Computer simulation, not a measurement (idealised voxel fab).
process module | voxel spacer lines
cross-section cut | 260 nm wide | cells 5 nm
A cross-section is a grid of square cells, given in bands from the top down. A band is one or more rows of cells.
Each band's line starts with the height of the band's top and of its bottom, in nm. Then come its materials from left to right, each with its width in nm. One material with "throughout" fills the band from edge to edge. "air" is empty space.
Height 0 is the level under which the wafer as received is all one material. The lowest band goes on downwards, as in "0 down".
A width such as "30 to 40" changes by the same amount from each row of cells to the next, from the band's top row to its bottom row.
"no change" after a step means that no cell of the cross-section changed.
closed voids: empty space of 8 cells or more with no open way to the top, each as width x height at its distance from the left edge, in nm
after a step's settings: what the simulator itself notes on the step
overlay nm, on a step with a mask: how far to the right of its planned place the mask lay; to the left if negative
plan
1 op RECEIVE | material Si
2 op CONFORMAL_DEP | material Al2O3 | thk nm 5
3 op DIRECTIONAL_DEP | material SiN | thk nm 10
4 op DIRECTIONAL_DEP | material aC | thk nm 20
5 op PATTERN | tone cover | mask id MANDREL | material resist | width nm 25 | pitch nm 70 | thk nm 30 | overlay nm 0
6 op DIRECTIONAL_ETCH | etch materials aC | depth nm 20
7 op STRIP | etch materials resist
8 op CONFORMAL_DEP | material SiO2 | thk nm 10
9 op DIRECTIONAL_ETCH | etch materials SiO2 | depth nm 10
10 op STRIP | etch materials aC
11 op DIRECTIONAL_ETCH | etch materials SiN | depth nm 10
12 op STRIP | etch materials SiO2
13 op FILL_DEP | material SiO2 | thk nm 10
14 op CMP | height nm 15
as received, after step 1
  0 down: Si throughout
  closed voids: none
first wafer at the end, as planned
  15 to 5: SiO2 35 | SiN 10 | SiO2 25 | SiN 10 | SiO2 25 | SiN 10 | SiO2 25 | SiN 10 | SiO2 25 | SiN 10 | SiO2 25 | SiN 10 | SiO2 40
  5 to 0: Al2O3 throughout
  0 down: Si throughout
  closed voids: none
second wafer at the end: like start, like plan, one mistake
  15 to 10: SiO2 throughout
  10 to 5: SiO2 35 | SiN 10 | SiO2 25 | SiN 10 | SiO2 25 | SiN 10 | SiO2 25 | SiN 10 | SiO2 25 | SiN 10 | SiO2 25 | SiN 10 | SiO2 40
  5 to 0: Al2O3 throughout
  0 down: Si throughout
  closed voids: none
what went wrong: step 3 ran as: op DIRECTIONAL_DEP | material SiN | thk nm 5
at the end the second wafer has, in cells: 12 fewer of SiN | 12 more of SiO2
